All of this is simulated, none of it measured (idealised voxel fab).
process module | voxel transistor to metal
cross-section cut | 170 nm wide | cells 5 nm
A cross-section is a grid of square cells, given in bands from the top down. A band is one or more rows of cells.
Each band's line starts with the height of the band's top and of its bottom, in nm. Then come its materials from left to right, each with its width in nm. One material with "throughout" fills the band from edge to edge. "air" is empty space.
Height 0 is the level under which the wafer as received is all one material. The lowest band goes on downwards, as in "0 down".
A width such as "30 to 40" changes by the same amount from each row of cells to the next, from the band's top row to its bottom row.
"no change" after a step means that no cell of the cross-section changed.
closed voids: empty space of 8 cells or more with no open way to the top, each as width x height at its distance from the left edge, in nm
after a step's settings: what the simulator itself notes on the step
overlay nm, on a step with a mask: how far to the right of its planned place the mask lay; to the left if negative
plan
1 op RECEIVE | material Si
2 op OXIDIZE | depth nm 5
3 op CONFORMAL_DEP | material SiN | thk nm 10
4 op MASKED_ETCH | tone cover | mask id ACTIVE | width nm 125 | etch materials SiN | depth nm 10 | overlay nm 0
5 op MASKED_ETCH | tone cover | mask id ACTIVE | width nm 125 | etch materials SiO2 | depth nm 5 | overlay nm 0
6 op MASKED_ETCH | tone cover | mask id ACTIVE | width nm 125 | etch materials Si | depth nm 25 | overlay nm 0
7 op OXIDIZE | depth nm 5
8 op FILL_DEP | material SiO2 | thk nm 15
9 op CMP | height nm 10
10 op SELECTIVE_ETCH | etch materials SiO2 | depth nm 5
11 op STRIP | etch materials SiN
12 op SELECTIVE_ETCH | etch materials SiO2 | depth nm 5
13 op OXIDIZE | depth nm 5
14 op DIRECTIONAL_DEP | material polySi | thk nm 30
15 op DIRECTIONAL_DEP | material SiCN | thk nm 10
16 op MASKED_ETCH | tone cover | mask id GATE | width nm 25 | etch materials SiCN | depth nm 20 | overlay nm 0
17 op MASKED_ETCH | tone cover | mask id GATE | width nm 25 | etch materials polySi | depth nm 40 | overlay nm 0
18 op CONFORMAL_DEP | material SiO2 | thk nm 5
19 op DIRECTIONAL_ETCH | etch materials SiO2 | depth nm 5
20 op CONFORMAL_DEP | material SiN | thk nm 10
21 op DIRECTIONAL_ETCH | etch materials SiN | depth nm 10
22 op DIRECTIONAL_ETCH | etch materials SiO2 | depth nm 5
23 op DIRECTIONAL_ETCH | etch materials Si | depth nm 10
24 op EPI | material pSi | thk nm 15
25 op FILL_DEP | material SiO2 | thk nm 5
26 op CMP | height nm 35
27 op DIRECTIONAL_DEP | material SiO2 | thk nm 10
28 op PATTERN | tone open | mask id CONTACT | material resist | width nm 35 | pitch nm 70 | thk nm 20 | overlay nm 0
29 op DIRECTIONAL_ETCH | etch materials SiO2 | depth nm 40
30 op STRIP | etch materials resist
31 op CONFORMAL_DEP | material TiN | thk nm 5
32 op FILL_DEP | material W | thk nm 10
33 op CMP | height nm 45
34 op CONFORMAL_DEP | material SiN | thk nm 5
35 op DIRECTIONAL_DEP | material lowk | thk nm 25
36 op DIRECTIONAL_DEP | material aC | thk nm 15
37 op PATTERN | tone open | mask id METAL_1 | material resist | width nm 20 | pitch nm 85 | thk nm 30 | overlay nm 0
38 op DIRECTIONAL_ETCH | etch materials aC | depth nm 15
39 op STRIP | etch materials resist
40 op DIRECTIONAL_ETCH | etch materials lowk | depth nm 25
41 op DIRECTIONAL_ETCH | etch materials SiN | depth nm 5
42 op STRIP | etch materials aC
43 op CONFORMAL_DEP | material TiN | thk nm 5
44 op FILL_DEP | material Ru | thk nm 5
45 op CMP | height nm 75
46 op CONFORMAL_DEP | material SiCN | thk nm 5
47 op DIRECTIONAL_DEP | material lowk | thk nm 25
48 op MASKED_ETCH | tone open | mask id METAL_2 | width nm 20 | pitch nm 85 | etch materials lowk | depth nm 15 | overlay nm 0
49 op MASKED_ETCH | tone open | mask id METAL_2_HOLES | width nm 15 | pitch nm 85 | etch materials lowk | depth nm 10 | overlay nm 0
50 op MASKED_ETCH | tone open | mask id METAL_2_HOLES | width nm 15 | pitch nm 85 | etch materials SiCN | depth nm 5 | overlay nm 0
51 op CONFORMAL_DEP | material TiN | thk nm 5
52 op FILL_DEP | material Cu | thk nm 10
53 op CMP | height nm 105
54 op CONFORMAL_DEP | material SiCN | thk nm 5
first wafer, as planned
as received, after step 1
  0 down: Si throughout
  closed voids: none
after step 2
  0 to -5: SiO2 throughout
  below -5: unchanged
after step 3
  10 to 0: SiN throughout
  below 0: unchanged
after step 4
  10 to 0: air 20 | SiN 125 | air 25
  below 0: unchanged
after step 5
  10 to 0: air 20 | SiN 125 | air 25
  0 to -5: air 20 | SiO2 125 | air 25
  below -5: unchanged
after step 6
  10 to 0: air 20 | SiN 125 | air 25
  0 to -5: air 20 | SiO2 125 | air 25
  -5 to -30: air 20 | Si 125 | air 25
  below -30: unchanged
after step 7
  10 to 0: air 20 | SiN 125 | air 25
  0 to -5: air 20 | SiO2 125 | air 25
  -5 to -30: air 20 | SiO2 5 | Si 115 | SiO2 5 | air 25
  -30 to -35: SiO2 25 | Si 115 | SiO2 30
  below -35: unchanged
after step 8
  25 to 10: SiO2 throughout
  10 to 0: SiO2 20 | SiN 125 | SiO2 25
  0 to -5: SiO2 throughout
  -5 to -35: SiO2 25 | Si 115 | SiO2 30
  below -35: unchanged
after step 9
  10 to 0: SiO2 20 | SiN 125 | SiO2 25
  below 0: unchanged
after step 10
  10 to 5: air 20 | SiN 125 | air 25
  below 5: unchanged
after step 11
  5 to 0: SiO2 20 | air 125 | SiO2 25
  below 0: unchanged
after step 12
  0 to -5: SiO2 15 | air 135 | SiO2 20
  below -5: unchanged
after step 13
  0 to -5: SiO2 15 | air 135 | SiO2 20
  -5 to -10: SiO2 throughout
  below -10: unchanged
after step 14
  30 to 25: polySi 15 | air 135 | polySi 20
  25 to 0: polySi throughout
  0 to -5: SiO2 15 | polySi 135 | SiO2 20
  below -5: unchanged
after step 15
  40 to 35: SiCN 15 | air 135 | SiCN 20
  35 to 30: SiCN throughout
  30 to 25: polySi 15 | SiCN 135 | polySi 20
  below 25: unchanged
after step 16
  35 to 30: air 70 | SiCN 25 | air 75
  30 to 25: polySi 15 | air 55 | SiCN 25 | air 55 | polySi 20
  below 25: unchanged
after step 17
  35 to 25: air 70 | SiCN 25 | air 75
  25 to 0: air 70 | polySi 25 | air 75
  0 to -5: SiO2 15 | air 55 | polySi 25 | air 55 | SiO2 20
  below -5: unchanged
after step 18
  40 to 35: air 65 | SiO2 35 | air 70
  35 to 25: air 65 | SiO2 5 | SiCN 25 | SiO2 5 | air 70
  25 to 5: air 65 | SiO2 5 | polySi 25 | SiO2 5 | air 70
  5 to 0: SiO2 20 | air 45 | SiO2 5 | polySi 25 | SiO2 5 | air 45 | SiO2 25
  0 to -5: SiO2 70 | polySi 25 | SiO2 75
  below -5: unchanged
after step 19
  35 to 25: air 65 | SiO2 5 | SiCN 25 | SiO2 5 | air 70
  25 to 0: air 65 | SiO2 5 | polySi 25 | SiO2 5 | air 70
  0 to -5: SiO2 20 | air 45 | SiO2 5 | polySi 25 | SiO2 5 | air 45 | SiO2 25
  below -5: unchanged
after step 20
  45 to 35: air 55 | SiN 55 | air 60
  35 to 25: air 55 | SiN 10 | SiO2 5 | SiCN 25 | SiO2 5 | SiN 10 | air 60
  25 to 10: air 55 | SiN 10 | SiO2 5 | polySi 25 | SiO2 5 | SiN 10 | air 60
  10 to 5: SiN 30 | air 25 | SiN 10 | SiO2 5 | polySi 25 | SiO2 5 | SiN 10 | air 25 | SiN 35
  5 to 0: SiN 65 | SiO2 5 | polySi 25 | SiO2 5 | SiN 70
  0 to -5: SiO2 20 | SiN 45 | SiO2 5 | polySi 25 | SiO2 5 | SiN 45 | SiO2 25
  below -5: unchanged
after step 21
  35 to 25: air 55 | SiN 10 | SiO2 5 | SiCN 25 | SiO2 5 | SiN 10 | air 60
  25 to 0: air 55 | SiN 10 | SiO2 5 | polySi 25 | SiO2 5 | SiN 10 | air 60
  0 to -5: SiO2 20 | SiN 10 | air 25 | SiN 10 | SiO2 5 | polySi 25 | SiO2 5 | SiN 10 | air 25 | SiN 10 | SiO2 25
  below -5: unchanged
after step 22
  35 to 30: air 55 | SiN 10 | air 5 | SiCN 25 | air 5 | SiN 10 | air 60
  30 to 25: air 55 | SiN 10 | SiO2 5 | SiCN 25 | SiO2 5 | SiN 10 | air 60
  25 to 0: air 55 | SiN 10 | SiO2 5 | polySi 25 | SiO2 5 | SiN 10 | air 60
  0 to -5: air 20 | SiN 10 | air 25 | SiN 10 | SiO2 5 | polySi 25 | SiO2 5 | SiN 10 | air 25 | SiN 10 | air 25
  -5 to -10: SiO2 30 | air 25 | SiO2 55 | air 25 | SiO2 35
  below -10: unchanged
after step 23
  35 to 30: air 55 | SiN 10 | air 5 | SiCN 25 | air 5 | SiN 10 | air 60
  30 to 25: air 55 | SiN 10 | SiO2 5 | SiCN 25 | SiO2 5 | SiN 10 | air 60
  25 to 0: air 55 | SiN 10 | SiO2 5 | polySi 25 | SiO2 5 | SiN 10 | air 60
  0 to -5: air 20 | SiN 10 | air 25 | SiN 10 | SiO2 5 | polySi 25 | SiO2 5 | SiN 10 | air 25 | SiN 10 | air 25
  -5 to -10: SiO2 30 | air 25 | SiO2 55 | air 25 | SiO2 35
  -10 to -20: SiO2 25 | Si 5 | air 25 | Si 55 | air 25 | Si 5 | SiO2 30
  below -20: unchanged
after step 24
  35 to 30: air 55 | SiN 10 | air 5 | SiCN 25 | air 5 | SiN 10 | air 60
  30 to 25: air 55 | SiN 10 | SiO2 5 | SiCN 25 | SiO2 5 | SiN 10 | air 60
  25 to 5: air 55 | SiN 10 | SiO2 5 | polySi 25 | SiO2 5 | SiN 10 | air 60
  5 to 0: air 25 | pSi 30 | SiN 10 | SiO2 5 | polySi 25 | SiO2 5 | SiN 10 | pSi 30 | air 30
  0 to -5: air 20 | SiN 10 | pSi 25 | SiN 10 | SiO2 5 | polySi 25 | SiO2 5 | SiN 10 | pSi 25 | SiN 10 | air 25
  -5 to -10: SiO2 30 | pSi 25 | SiO2 55 | pSi 25 | SiO2 35
  -10 to -20: SiO2 25 | Si 5 | pSi 25 | Si 55 | pSi 25 | Si 5 | SiO2 30
  below -20: unchanged
after step 25
  40 to 35: SiO2 throughout
  35 to 25: SiO2 55 | SiN 10 | SiO2 5 | SiCN 25 | SiO2 5 | SiN 10 | SiO2 60
  25 to 5: SiO2 55 | SiN 10 | SiO2 5 | polySi 25 | SiO2 5 | SiN 10 | SiO2 60
  5 to 0: SiO2 25 | pSi 30 | SiN 10 | SiO2 5 | polySi 25 | SiO2 5 | SiN 10 | pSi 30 | SiO2 30
  0 to -5: SiO2 20 | SiN 10 | pSi 25 | SiN 10 | SiO2 5 | polySi 25 | SiO2 5 | SiN 10 | pSi 25 | SiN 10 | SiO2 25
  below -5: unchanged
after step 26
  35 to 25: SiO2 55 | SiN 10 | SiO2 5 | SiCN 25 | SiO2 5 | SiN 10 | SiO2 60
  below 25: unchanged
after step 27
  45 to 35: SiO2 throughout
  below 35: unchanged
after step 28
  65 to 45: resist 30 | air 35 | resist 35 | air 35 | resist 35
  below 45: unchanged
after step 29
  65 to 45: resist 30 | air 35 | resist 35 | air 35 | resist 35
  45 to 35: SiO2 30 | air 35 | SiO2 35 | air 35 | SiO2 35
  35 to 25: SiO2 30 | air 25 | SiN 10 | SiO2 5 | SiCN 25 | SiO2 5 | SiN 10 | air 25 | SiO2 35
  25 to 5: SiO2 30 | air 25 | SiN 10 | SiO2 5 | polySi 25 | SiO2 5 | SiN 10 | air 25 | SiO2 35
  below 5: unchanged
after step 30
  45 to 35: SiO2 30 | air 35 | SiO2 35 | air 35 | SiO2 35
  below 35: unchanged
after step 31
  50 to 45: TiN 35 | air 25 | TiN 45 | air 25 | TiN 40
  45 to 35: SiO2 30 | TiN 5 | air 25 to 15 | TiN 5 to 15 | SiO2 35 | TiN 5 to 15 | air 25 to 15 | TiN 5 | SiO2 35
  35 to 25: SiO2 30 | TiN 5 | air 15 | TiN 5 | SiN 10 | SiO2 5 | SiCN 25 | SiO2 5 | SiN 10 | TiN 5 | air 15 | TiN 5 | SiO2 35
  25 to 10: SiO2 30 | TiN 5 | air 15 | TiN 5 | SiN 10 | SiO2 5 | polySi 25 | SiO2 5 | SiN 10 | TiN 5 | air 15 | TiN 5 | SiO2 35
  10 to 5: SiO2 30 | TiN 25 | SiN 10 | SiO2 5 | polySi 25 | SiO2 5 | SiN 10 | TiN 25 | SiO2 35
  below 5: unchanged
after step 32
  60 to 50: W throughout
  50 to 45: TiN 35 | W 25 | TiN 45 | W 25 | TiN 40
  45 to 35: SiO2 30 | TiN 5 | W 25 to 15 | TiN 5 to 15 | SiO2 35 | TiN 5 to 15 | W 25 to 15 | TiN 5 | SiO2 35
  35 to 25: SiO2 30 | TiN 5 | W 15 | TiN 5 | SiN 10 | SiO2 5 | SiCN 25 | SiO2 5 | SiN 10 | TiN 5 | W 15 | TiN 5 | SiO2 35
  25 to 10: SiO2 30 | TiN 5 | W 15 | TiN 5 | SiN 10 | SiO2 5 | polySi 25 | SiO2 5 | SiN 10 | TiN 5 | W 15 | TiN 5 | SiO2 35
  below 10: unchanged
after step 33
  45 to 35: SiO2 30 | TiN 5 | W 25 to 15 | TiN 5 to 15 | SiO2 35 | TiN 5 to 15 | W 25 to 15 | TiN 5 | SiO2 35
  below 35: unchanged
after step 34
  50 to 45: SiN throughout
  below 45: unchanged
after step 35
  75 to 50: lowk throughout
  below 50: unchanged
after step 36
  90 to 75: aC throughout
  below 75: unchanged
after step 37
  120 to 90: resist 30 | air 20 | resist 65 | air 20 | resist 35
  below 90: unchanged
after step 38
  105 to 90: resist 30 | air 20 | resist 65 | air 20 | resist 35
  90 to 75: aC 30 | air 20 | aC 65 | air 20 | aC 35
  below 75: unchanged
after step 39
  90 to 75: aC 30 | air 20 | aC 65 | air 20 | aC 35
  below 75: unchanged
after step 40
  90 to 75: aC 30 | air 20 | aC 65 | air 20 | aC 35
  75 to 50: lowk 30 | air 20 | lowk 65 | air 20 | lowk 35
  below 50: unchanged
after step 41
  90 to 75: aC 30 | air 20 | aC 65 | air 20 | aC 35
  75 to 50: lowk 30 | air 20 | lowk 65 | air 20 | lowk 35
  50 to 45: SiN 30 | air 20 | SiN 65 | air 20 | SiN 35
  below 45: unchanged
after step 42
  75 to 50: lowk 30 | air 20 | lowk 65 | air 20 | lowk 35
  below 50: unchanged
after step 43
  80 to 75: TiN 35 | air 10 | TiN 75 | air 10 | TiN 40
  75 to 50: lowk 30 | TiN 5 | air 10 | TiN 5 | lowk 65 | TiN 5 | air 10 | TiN 5 | lowk 35
  50 to 45: SiN 30 | TiN 20 | SiN 65 | TiN 20 | SiN 35
  below 45: unchanged
after step 44
  85 to 80: Ru throughout
  80 to 75: TiN 35 | Ru 10 | TiN 75 | Ru 10 | TiN 40
  75 to 50: lowk 30 | TiN 5 | Ru 10 | TiN 5 | lowk 65 | TiN 5 | Ru 10 | TiN 5 | lowk 35
  below 50: unchanged
after step 45
  75 to 50: lowk 30 | TiN 5 | Ru 10 | TiN 5 | lowk 65 | TiN 5 | Ru 10 | TiN 5 | lowk 35
  below 50: unchanged
after step 46
  80 to 75: SiCN throughout
  below 75: unchanged
after step 47
  105 to 80: lowk throughout
  below 80: unchanged
after step 48
  105 to 90: lowk 30 | air 20 | lowk 65 | air 20 | lowk 35
  below 90: unchanged
after step 49
  105 to 90: lowk 30 | air 20 | lowk 65 | air 20 | lowk 35
  90 to 80: lowk 30 | air 15 | lowk 70 | air 15 | lowk 40
  below 80: unchanged
after step 50
  105 to 90: lowk 30 | air 20 | lowk 65 | air 20 | lowk 35
  90 to 80: lowk 30 | air 15 | lowk 70 | air 15 | lowk 40
  80 to 75: SiCN 30 | air 15 | SiCN 70 | air 15 | SiCN 40
  below 75: unchanged
after step 51
  110 to 105: TiN 35 | air 10 | TiN 75 | air 10 | TiN 40
  105 to 95: lowk 30 | TiN 5 | air 10 | TiN 5 | lowk 65 | TiN 5 | air 10 | TiN 5 | lowk 35
  95 to 90: lowk 30 | TiN 5 | air 5 | TiN 10 | lowk 65 | TiN 5 | air 5 | TiN 10 | lowk 35
  90 to 80: lowk 30 | TiN 5 | air 5 | TiN 5 | lowk 70 | TiN 5 | air 5 | TiN 5 | lowk 40
  80 to 75: SiCN 30 | TiN 15 | SiCN 70 | TiN 15 | SiCN 40
  below 75: unchanged
after step 52
  120 to 110: Cu throughout
  110 to 105: TiN 35 | Cu 10 | TiN 75 | Cu 10 | TiN 40
  105 to 95: lowk 30 | TiN 5 | Cu 10 | TiN 5 | lowk 65 | TiN 5 | Cu 10 | TiN 5 | lowk 35
  95 to 90: lowk 30 | TiN 5 | Cu 5 | TiN 10 | lowk 65 | TiN 5 | Cu 5 | TiN 10 | lowk 35
  90 to 80: lowk 30 | TiN 5 | Cu 5 | TiN 5 | lowk 70 | TiN 5 | Cu 5 | TiN 5 | lowk 40
  below 80: unchanged
after step 53
  105 to 95: lowk 30 | TiN 5 | Cu 10 | TiN 5 | lowk 65 | TiN 5 | Cu 10 | TiN 5 | lowk 35
  below 95: unchanged
after step 54
  110 to 105: SiCN throughout
  below 105: unchanged
second wafer: like start, like plan, one mistake. Through step 5 it matches the first wafer
when step 6 should have ended
  10 to 0: air 20 | SiN 125 | air 25
  0 to -5: air 20 | SiO2 125 | air 25
  -5 to -55: air 20 | Si 125 | air 25
  below -55: unchanged
when step 7 should have ended
  10 to 0: air 20 | SiN 125 | air 25
  0 to -5: air 20 | SiO2 125 | air 25
  -5 to -55: air 20 | SiO2 5 | Si 115 | SiO2 5 | air 25
  -55 to -60: SiO2 25 | Si 115 | SiO2 30
  below -60: unchanged
when step 8 should have ended
  25 to 10: SiO2 throughout
  10 to 0: SiO2 20 | SiN 125 | SiO2 25
  0 to -5: SiO2 throughout
  -5 to -60: SiO2 25 | Si 115 | SiO2 30
  below -60: unchanged
when step 9 should have ended
  10 to 0: SiO2 20 | SiN 125 | SiO2 25
  below 0: unchanged
when step 10 should have ended
  10 to 5: air 20 | SiN 125 | air 25
  below 5: unchanged
when step 11 should have ended
  5 to 0: SiO2 20 | air 125 | SiO2 25
  below 0: unchanged
when step 12 should have ended
  0 to -5: SiO2 15 | air 135 | SiO2 20
  below -5: unchanged
when step 13 should have ended
  0 to -5: SiO2 15 | air 135 | SiO2 20
  -5 to -10: SiO2 throughout
  below -10: unchanged
when step 14 should have ended
  30 to 25: polySi 15 | air 135 | polySi 20
  25 to 0: polySi throughout
  0 to -5: SiO2 15 | polySi 135 | SiO2 20
  below -5: unchanged
when step 15 should have ended
  40 to 35: SiCN 15 | air 135 | SiCN 20
  35 to 30: SiCN throughout
  30 to 25: polySi 15 | SiCN 135 | polySi 20
  below 25: unchanged
when step 16 should have ended
  35 to 30: air 70 | SiCN 25 | air 75
  30 to 25: polySi 15 | air 55 | SiCN 25 | air 55 | polySi 20
  below 25: unchanged
when step 17 should have ended
  35 to 25: air 70 | SiCN 25 | air 75
  25 to 0: air 70 | polySi 25 | air 75
  0 to -5: SiO2 15 | air 55 | polySi 25 | air 55 | SiO2 20
  below -5: unchanged
when step 18 should have ended
  40 to 35: air 65 | SiO2 35 | air 70
  35 to 25: air 65 | SiO2 5 | SiCN 25 | SiO2 5 | air 70
  25 to 5: air 65 | SiO2 5 | polySi 25 | SiO2 5 | air 70
  5 to 0: SiO2 20 | air 45 | SiO2 5 | polySi 25 | SiO2 5 | air 45 | SiO2 25
  0 to -5: SiO2 70 | polySi 25 | SiO2 75
  below -5: unchanged
when step 19 should have ended
  35 to 25: air 65 | SiO2 5 | SiCN 25 | SiO2 5 | air 70
  25 to 0: air 65 | SiO2 5 | polySi 25 | SiO2 5 | air 70
  0 to -5: SiO2 20 | air 45 | SiO2 5 | polySi 25 | SiO2 5 | air 45 | SiO2 25
  below -5: unchanged
when step 20 should have ended
  45 to 35: air 55 | SiN 55 | air 60
  35 to 25: air 55 | SiN 10 | SiO2 5 | SiCN 25 | SiO2 5 | SiN 10 | air 60
  25 to 10: air 55 | SiN 10 | SiO2 5 | polySi 25 | SiO2 5 | SiN 10 | air 60
  10 to 5: SiN 30 | air 25 | SiN 10 | SiO2 5 | polySi 25 | SiO2 5 | SiN 10 | air 25 | SiN 35
  5 to 0: SiN 65 | SiO2 5 | polySi 25 | SiO2 5 | SiN 70
  0 to -5: SiO2 20 | SiN 45 | SiO2 5 | polySi 25 | SiO2 5 | SiN 45 | SiO2 25
  below -5: unchanged
when step 21 should have ended
  35 to 25: air 55 | SiN 10 | SiO2 5 | SiCN 25 | SiO2 5 | SiN 10 | air 60
  25 to 0: air 55 | SiN 10 | SiO2 5 | polySi 25 | SiO2 5 | SiN 10 | air 60
  0 to -5: SiO2 20 | SiN 10 | air 25 | SiN 10 | SiO2 5 | polySi 25 | SiO2 5 | SiN 10 | air 25 | SiN 10 | SiO2 25
  below -5: unchanged
when step 22 should have ended
  35 to 30: air 55 | SiN 10 | air 5 | SiCN 25 | air 5 | SiN 10 | air 60
  30 to 25: air 55 | SiN 10 | SiO2 5 | SiCN 25 | SiO2 5 | SiN 10 | air 60
  25 to 0: air 55 | SiN 10 | SiO2 5 | polySi 25 | SiO2 5 | SiN 10 | air 60
  0 to -5: air 20 | SiN 10 | air 25 | SiN 10 | SiO2 5 | polySi 25 | SiO2 5 | SiN 10 | air 25 | SiN 10 | air 25
  -5 to -10: SiO2 30 | air 25 | SiO2 55 | air 25 | SiO2 35
  below -10: unchanged
when step 23 should have ended
  35 to 30: air 55 | SiN 10 | air 5 | SiCN 25 | air 5 | SiN 10 | air 60
  30 to 25: air 55 | SiN 10 | SiO2 5 | SiCN 25 | SiO2 5 | SiN 10 | air 60
  25 to 0: air 55 | SiN 10 | SiO2 5 | polySi 25 | SiO2 5 | SiN 10 | air 60
  0 to -5: air 20 | SiN 10 | air 25 | SiN 10 | SiO2 5 | polySi 25 | SiO2 5 | SiN 10 | air 25 | SiN 10 | air 25
  -5 to -10: SiO2 30 | air 25 | SiO2 55 | air 25 | SiO2 35
  -10 to -20: SiO2 25 | Si 5 | air 25 | Si 55 | air 25 | Si 5 | SiO2 30
  below -20: unchanged
when step 24 should have ended
  35 to 30: air 55 | SiN 10 | air 5 | SiCN 25 | air 5 | SiN 10 | air 60
  30 to 25: air 55 | SiN 10 | SiO2 5 | SiCN 25 | SiO2 5 | SiN 10 | air 60
  25 to 5: air 55 | SiN 10 | SiO2 5 | polySi 25 | SiO2 5 | SiN 10 | air 60
  5 to 0: air 25 | pSi 30 | SiN 10 | SiO2 5 | polySi 25 | SiO2 5 | SiN 10 | pSi 30 | air 30
  0 to -5: air 20 | SiN 10 | pSi 25 | SiN 10 | SiO2 5 | polySi 25 | SiO2 5 | SiN 10 | pSi 25 | SiN 10 | air 25
  -5 to -10: SiO2 30 | pSi 25 | SiO2 55 | pSi 25 | SiO2 35
  -10 to -20: SiO2 25 | Si 5 | pSi 25 | Si 55 | pSi 25 | Si 5 | SiO2 30
  below -20: unchanged
when step 25 should have ended
  40 to 35: SiO2 throughout
  35 to 25: SiO2 55 | SiN 10 | SiO2 5 | SiCN 25 | SiO2 5 | SiN 10 | SiO2 60
  25 to 5: SiO2 55 | SiN 10 | SiO2 5 | polySi 25 | SiO2 5 | SiN 10 | SiO2 60
  5 to 0: SiO2 25 | pSi 30 | SiN 10 | SiO2 5 | polySi 25 | SiO2 5 | SiN 10 | pSi 30 | SiO2 30
  0 to -5: SiO2 20 | SiN 10 | pSi 25 | SiN 10 | SiO2 5 | polySi 25 | SiO2 5 | SiN 10 | pSi 25 | SiN 10 | SiO2 25
  below -5: unchanged
when step 26 should have ended
  35 to 25: SiO2 55 | SiN 10 | SiO2 5 | SiCN 25 | SiO2 5 | SiN 10 | SiO2 60
  below 25: unchanged
when step 27 should have ended
  45 to 35: SiO2 throughout
  below 35: unchanged
when step 28 should have ended
  65 to 45: resist 30 | air 35 | resist 35 | air 35 | resist 35
  below 45: unchanged
when step 29 should have ended
  65 to 45: resist 30 | air 35 | resist 35 | air 35 | resist 35
  45 to 35: SiO2 30 | air 35 | SiO2 35 | air 35 | SiO2 35
  35 to 25: SiO2 30 | air 25 | SiN 10 | SiO2 5 | SiCN 25 | SiO2 5 | SiN 10 | air 25 | SiO2 35
  25 to 5: SiO2 30 | air 25 | SiN 10 | SiO2 5 | polySi 25 | SiO2 5 | SiN 10 | air 25 | SiO2 35
  below 5: unchanged
when step 30 should have ended
  45 to 35: SiO2 30 | air 35 | SiO2 35 | air 35 | SiO2 35
  below 35: unchanged
when step 31 should have ended
  50 to 45: TiN 35 | air 25 | TiN 45 | air 25 | TiN 40
  45 to 35: SiO2 30 | TiN 5 | air 25 to 15 | TiN 5 to 15 | SiO2 35 | TiN 5 to 15 | air 25 to 15 | TiN 5 | SiO2 35
  35 to 25: SiO2 30 | TiN 5 | air 15 | TiN 5 | SiN 10 | SiO2 5 | SiCN 25 | SiO2 5 | SiN 10 | TiN 5 | air 15 | TiN 5 | SiO2 35
  25 to 10: SiO2 30 | TiN 5 | air 15 | TiN 5 | SiN 10 | SiO2 5 | polySi 25 | SiO2 5 | SiN 10 | TiN 5 | air 15 | TiN 5 | SiO2 35
  10 to 5: SiO2 30 | TiN 25 | SiN 10 | SiO2 5 | polySi 25 | SiO2 5 | SiN 10 | TiN 25 | SiO2 35
  below 5: unchanged
when step 32 should have ended
  60 to 50: W throughout
  50 to 45: TiN 35 | W 25 | TiN 45 | W 25 | TiN 40
  45 to 35: SiO2 30 | TiN 5 | W 25 to 15 | TiN 5 to 15 | SiO2 35 | TiN 5 to 15 | W 25 to 15 | TiN 5 | SiO2 35
  35 to 25: SiO2 30 | TiN 5 | W 15 | TiN 5 | SiN 10 | SiO2 5 | SiCN 25 | SiO2 5 | SiN 10 | TiN 5 | W 15 | TiN 5 | SiO2 35
  25 to 10: SiO2 30 | TiN 5 | W 15 | TiN 5 | SiN 10 | SiO2 5 | polySi 25 | SiO2 5 | SiN 10 | TiN 5 | W 15 | TiN 5 | SiO2 35
  below 10: unchanged
when step 33 should have ended
  45 to 35: SiO2 30 | TiN 5 | W 25 to 15 | TiN 5 to 15 | SiO2 35 | TiN 5 to 15 | W 25 to 15 | TiN 5 | SiO2 35
  below 35: unchanged
when step 34 should have ended
  50 to 45: SiN throughout
  below 45: unchanged
when step 35 should have ended
  75 to 50: lowk throughout
  below 50: unchanged
when step 36 should have ended
  90 to 75: aC throughout
  below 75: unchanged
when step 37 should have ended
  120 to 90: resist 30 | air 20 | resist 65 | air 20 | resist 35
  below 90: unchanged
when step 38 should have ended
  105 to 90: resist 30 | air 20 | resist 65 | air 20 | resist 35
  90 to 75: aC 30 | air 20 | aC 65 | air 20 | aC 35
  below 75: unchanged
when step 39 should have ended
  90 to 75: aC 30 | air 20 | aC 65 | air 20 | aC 35
  below 75: unchanged
when step 40 should have ended
  90 to 75: aC 30 | air 20 | aC 65 | air 20 | aC 35
  75 to 50: lowk 30 | air 20 | lowk 65 | air 20 | lowk 35
  below 50: unchanged
when step 41 should have ended
  90 to 75: aC 30 | air 20 | aC 65 | air 20 | aC 35
  75 to 50: lowk 30 | air 20 | lowk 65 | air 20 | lowk 35
  50 to 45: SiN 30 | air 20 | SiN 65 | air 20 | SiN 35
  below 45: unchanged
when step 42 should have ended
  75 to 50: lowk 30 | air 20 | lowk 65 | air 20 | lowk 35
  below 50: unchanged
when step 43 should have ended
  80 to 75: TiN 35 | air 10 | TiN 75 | air 10 | TiN 40
  75 to 50: lowk 30 | TiN 5 | air 10 | TiN 5 | lowk 65 | TiN 5 | air 10 | TiN 5 | lowk 35
  50 to 45: SiN 30 | TiN 20 | SiN 65 | TiN 20 | SiN 35
  below 45: unchanged
when step 44 should have ended
  85 to 80: Ru throughout
  80 to 75: TiN 35 | Ru 10 | TiN 75 | Ru 10 | TiN 40
  75 to 50: lowk 30 | TiN 5 | Ru 10 | TiN 5 | lowk 65 | TiN 5 | Ru 10 | TiN 5 | lowk 35
  below 50: unchanged
when step 45 should have ended
  75 to 50: lowk 30 | TiN 5 | Ru 10 | TiN 5 | lowk 65 | TiN 5 | Ru 10 | TiN 5 | lowk 35
  below 50: unchanged
when step 46 should have ended
  80 to 75: SiCN throughout
  below 75: unchanged
when step 47 should have ended
  105 to 80: lowk throughout
  below 80: unchanged
when step 48 should have ended
  105 to 90: lowk 30 | air 20 | lowk 65 | air 20 | lowk 35
  below 90: unchanged
when step 49 should have ended
  105 to 90: lowk 30 | air 20 | lowk 65 | air 20 | lowk 35
  90 to 80: lowk 30 | air 15 | lowk 70 | air 15 | lowk 40
  below 80: unchanged
when step 50 should have ended
  105 to 90: lowk 30 | air 20 | lowk 65 | air 20 | lowk 35
  90 to 80: lowk 30 | air 15 | lowk 70 | air 15 | lowk 40
  80 to 75: SiCN 30 | air 15 | SiCN 70 | air 15 | SiCN 40
  below 75: unchanged
when step 51 should have ended
  110 to 105: TiN 35 | air 10 | TiN 75 | air 10 | TiN 40
  105 to 95: lowk 30 | TiN 5 | air 10 | TiN 5 | lowk 65 | TiN 5 | air 10 | TiN 5 | lowk 35
  95 to 90: lowk 30 | TiN 5 | air 5 | TiN 10 | lowk 65 | TiN 5 | air 5 | TiN 10 | lowk 35
  90 to 80: lowk 30 | TiN 5 | air 5 | TiN 5 | lowk 70 | TiN 5 | air 5 | TiN 5 | lowk 40
  80 to 75: SiCN 30 | TiN 15 | SiCN 70 | TiN 15 | SiCN 40
  below 75: unchanged
when step 52 should have ended
  120 to 110: Cu throughout
  110 to 105: TiN 35 | Cu 10 | TiN 75 | Cu 10 | TiN 40
  105 to 95: lowk 30 | TiN 5 | Cu 10 | TiN 5 | lowk 65 | TiN 5 | Cu 10 | TiN 5 | lowk 35
  95 to 90: lowk 30 | TiN 5 | Cu 5 | TiN 10 | lowk 65 | TiN 5 | Cu 5 | TiN 10 | lowk 35
  90 to 80: lowk 30 | TiN 5 | Cu 5 | TiN 5 | lowk 70 | TiN 5 | Cu 5 | TiN 5 | lowk 40
  below 80: unchanged
when step 53 should have ended
  105 to 95: lowk 30 | TiN 5 | Cu 10 | TiN 5 | lowk 65 | TiN 5 | Cu 10 | TiN 5 | lowk 35
  below 95: unchanged
when step 54 should have ended
  110 to 105: SiCN throughout
  below 105: unchanged
what went wrong: step 6 was run twice
at the end the second wafer has, in cells: 55 fewer of Si | 55 more of SiO2
